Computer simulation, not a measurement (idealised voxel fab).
Process module, titled voxel self aligned contacts
FYI the section here is cut, 220 nm wide, cells are 5 nm squares.
In what follows, cross-sections appear as grids of square cells, described through bands that run from the top down, where every band is one or more rows of cells. First you get the band's top height and its bottom height, in nm, and then the materials it's made of, left to right, with each width in nm. If you see a single material with "all across", that one covers the band edge to edge. "blank" is empty space. We count height from 0. Below that, the starting wafer is all one material. The lowest band never ends at the bottom but goes on down; see "from 0 down" for how that is written. Graded width ("30 to 40"): value in top row of band = first number; value in bottom row = second number; row-to-row change constant. Step note "identical to before" = no cross-section cell changed. "Enclosed void entries" - sealed voids, min. 8 cells, no opening to top; format: width x height at distance (distance from left edge; nm throughout). Formally, on a step line, whatever follows the settings is a remark that the simulator itself makes on the step. What "overlay nm" on a step's line means: if the step has a mask, that mask lay this far to the right of its planned place, or, when the value is negative, to the left.
[The process steps that were planned are listed below]
1. RECEIVE, material Si
2. CONFORMAL_DEP, material SiO2, thk nm 5
3. DIRECTIONAL_DEP, material polySi, thk nm 20
4. DIRECTIONAL_DEP, material SiN, thk nm 15
5. DIRECTIONAL_DEP, material aC, thk nm 15
6. PATTERN, tone cover, mask id GATE, material resist, width nm 30, pitch nm 65, thk nm 35, overlay nm 0
7. DIRECTIONAL_ETCH, etch materials aC, depth nm 15
8. STRIP, etch materials resist
9. DIRECTIONAL_ETCH, etch materials SiN, depth nm 15
10. DIRECTIONAL_ETCH, etch materials polySi, depth nm 20
11. STRIP, etch materials aC
12. CONFORMAL_DEP, material SiN, thk nm 5
13. DIRECTIONAL_ETCH, etch materials SiN, depth nm 5
14. FILL_DEP, material SiO2, thk nm 15
15. CMP, height nm 45
16. MASKED_ETCH, tone open, mask id CONTACT, width nm 45, etch materials SiO2, depth nm 45, overlay nm 0
17. CONFORMAL_DEP, material TiN, thk nm 5
18. FILL_DEP, material Ru, thk nm 10
19. CMP, height nm 45
20. CONFORMAL_DEP, material SiCN, thk nm 5
[First out of two wafers; run went to plan]
[Cross-section of the incoming wafer, state after step 1]
  from 0 down  Si all across
  Enclosed void entries: none
[Step 2 complete: cross-section through the wafer]
  from 5 to 0  SiO2 all across
  Under the height 0 nothing was changed.
[Step 3 complete: cross-section through the wafer]
  from 25 to 5  polySi all across
  Under the height 5 nothing was changed.
[Step 4 complete: cross-section through the wafer]
  from 40 to 25  SiN all across
  Under the height 25 nothing was changed.
[Step 5 complete: cross-section through the wafer]
  from 55 to 40  aC all across
  Under the height 40 nothing was changed.
[Step 6 complete: cross-section through the wafer]
  from 90 to 55  blank 60 nm | resist 30 nm | blank 35 nm | resist 30 nm | blank 65 nm
  Under the height 55 nothing was changed.
[Step 7 complete: cross-section through the wafer]
  from 75 to 55  blank 60 nm | resist 30 nm | blank 35 nm | resist 30 nm | blank 65 nm
  from 55 to 40  blank 60 nm | aC 30 nm | blank 35 nm | aC 30 nm | blank 65 nm
  Under the height 40 nothing was changed.
[Step 8 complete: cross-section through the wafer]
  from 55 to 40  blank 60 nm | aC 30 nm | blank 35 nm | aC 30 nm | blank 65 nm
  Under the height 40 nothing was changed.
[Step 9 complete: cross-section through the wafer]
  from 55 to 40  blank 60 nm | aC 30 nm | blank 35 nm | aC 30 nm | blank 65 nm
  from 40 to 25  blank 60 nm | SiN 30 nm | blank 35 nm | SiN 30 nm | blank 65 nm
  Under the height 25 nothing was changed.
[Step 10 complete: cross-section through the wafer]
  from 55 to 40  blank 60 nm | aC 30 nm | blank 35 nm | aC 30 nm | blank 65 nm
  from 40 to 25  blank 60 nm | SiN 30 nm | blank 35 nm | SiN 30 nm | blank 65 nm
  from 25 to 5  blank 60 nm | polySi 30 nm | blank 35 nm | polySi 30 nm | blank 65 nm
  Under the height 5 nothing was changed.
[Step 11 complete: cross-section through the wafer]
  from 40 to 25  blank 60 nm | SiN 30 nm | blank 35 nm | SiN 30 nm | blank 65 nm
  Under the height 25 nothing was changed.
[Step 12 complete: cross-section through the wafer]
  from 45 to 25  blank 55 nm | SiN 40 nm | blank 25 nm | SiN 40 nm | blank 60 nm
  from 25 to 10  blank 55 nm | SiN 5 nm | polySi 30 nm | SiN 5 nm | blank 25 nm | SiN 5 nm | polySi 30 nm | SiN 5 nm | blank 60 nm
  from 10 to 5  SiN 60 nm | polySi 30 nm | SiN 35 nm | polySi 30 nm | SiN 65 nm
  Under the height 5 nothing was changed.
[Step 13 complete: cross-section through the wafer]
  from 40 to 25  blank 55 nm | SiN 40 nm | blank 25 nm | SiN 40 nm | blank 60 nm
  from 25 to 5  blank 55 nm | SiN 5 nm | polySi 30 nm | SiN 5 nm | blank 25 nm | SiN 5 nm | polySi 30 nm | SiN 5 nm | blank 60 nm
  Under the height 5 nothing was changed.
[Step 14 complete: cross-section through the wafer]
  from 55 to 40  SiO2 all across
  from 40 to 25  SiO2 55 nm | SiN 40 nm | SiO2 25 nm | SiN 40 nm | SiO2 60 nm
  from 25 to 5  SiO2 55 nm | SiN 5 nm | polySi 30 nm | SiN 5 nm | SiO2 25 nm | SiN 5 nm | polySi 30 nm | SiN 5 nm | SiO2 60 nm
  Under the height 5 nothing was changed.
[Step 15 complete: cross-section through the wafer]
  from 45 to 40  SiO2 all across
  Under the height 40 nothing was changed.
[Step 16 complete: cross-section through the wafer]
  from 45 to 40  SiO2 85 nm | blank 45 nm | SiO2 90 nm
  from 40 to 25  SiO2 55 nm | SiN 40 nm | blank 25 nm | SiN 40 nm | SiO2 60 nm
  from 25 to 5  SiO2 55 nm | SiN 5 nm | polySi 30 nm | SiN 5 nm | blank 25 nm | SiN 5 nm | polySi 30 nm | SiN 5 nm | SiO2 60 nm
  from 5 to 0  SiO2 95 nm | blank 25 nm | SiO2 100 nm
  Under the height 0 nothing was changed.
[Step 17 complete: cross-section through the wafer]
  from 50 to 45  TiN 90 nm | blank 35 nm | TiN 95 nm
  from 45 to 40  SiO2 85 nm | TiN 15 nm | blank 15 nm | TiN 15 nm | SiO2 90 nm
  from 40 to 25  SiO2 55 nm | SiN 40 nm | TiN 5 nm | blank 15 nm | TiN 5 nm | SiN 40 nm | SiO2 60 nm
  from 25 to 5  SiO2 55 nm | SiN 5 nm | polySi 30 nm | SiN 5 nm | TiN 5 nm | blank 15 nm | TiN 5 nm | SiN 5 nm | polySi 30 nm | SiN 5 nm | SiO2 60 nm
  from 5 to 0  SiO2 95 nm | TiN 25 nm | SiO2 100 nm
  Under the height 0 nothing was changed.
[Step 18 complete: cross-section through the wafer]
  from 60 to 50  Ru all across
  from 50 to 45  TiN 90 nm | Ru 35 nm | TiN 95 nm
  from 45 to 40  SiO2 85 nm | TiN 15 nm | Ru 15 nm | TiN 15 nm | SiO2 90 nm
  from 40 to 25  SiO2 55 nm | SiN 40 nm | TiN 5 nm | Ru 15 nm | TiN 5 nm | SiN 40 nm | SiO2 60 nm
  from 25 to 5  SiO2 55 nm | SiN 5 nm | polySi 30 nm | SiN 5 nm | TiN 5 nm | Ru 15 nm | TiN 5 nm | SiN 5 nm | polySi 30 nm | SiN 5 nm | SiO2 60 nm
  Under the height 5 nothing was changed.
[Step 19 complete: cross-section through the wafer]
  from 45 to 40  SiO2 85 nm | TiN 15 nm | Ru 15 nm | TiN 15 nm | SiO2 90 nm
  Under the height 40 nothing was changed.
[Step 20 complete: cross-section through the wafer]
  from 50 to 45  SiCN all across
  Under the height 45 nothing was changed.
[The remaining wafer, second of the two, started like the first and was run to the same plan, except that one mistake was made along the way; the two coincide through step 13, inclusive]
[Cross-section of the second wafer at the time by which step 14 should have been completed according to the plan]
  from 55 to 40  polySi all across
  from 40 to 25  polySi 55 nm | SiN 40 nm | polySi 25 nm | SiN 40 nm | polySi 60 nm
  from 25 to 5  polySi 55 nm | SiN 5 nm | polySi 30 nm | SiN 5 nm | polySi 25 nm | SiN 5 nm | polySi 30 nm | SiN 5 nm | polySi 60 nm
  Under the height 5 nothing was changed.
[Cross-section of the second wafer at the time by which step 15 should have been completed according to the plan]
  from 45 to 40  polySi all across
  Under the height 40 nothing was changed.
Cross-section of the second wafer at the time by which step 16 should have been completed according to the plan: identical to before
[Cross-section of the second wafer at the time by which step 17 should have been completed according to the plan]
  from 50 to 45  TiN all across
  Under the height 45 nothing was changed.
[Cross-section of the second wafer at the time by which step 18 should have been completed according to the plan]
  from 60 to 50  Ru all across
  Under the height 50 nothing was changed.
[Cross-section of the second wafer at the time by which step 19 should have been completed according to the plan]
  from 45 to 40  polySi all across
  Under the height 40 nothing was changed.
[Cross-section of the second wafer at the time by which step 20 should have been completed according to the plan]
  from 50 to 45  SiCN all across
  Under the height 45 nothing was changed.
What was done differently from what was planned? in deviation from the planned setting, step 14 was conducted as FILL_DEP, material polySi, thk nm 15
Counted in cells at the end, the second wafer holds more or fewer of these materials than the first: Ru: 24 fewer, SiO2: 191 fewer, TiN: 25 fewer, polySi: 240 more
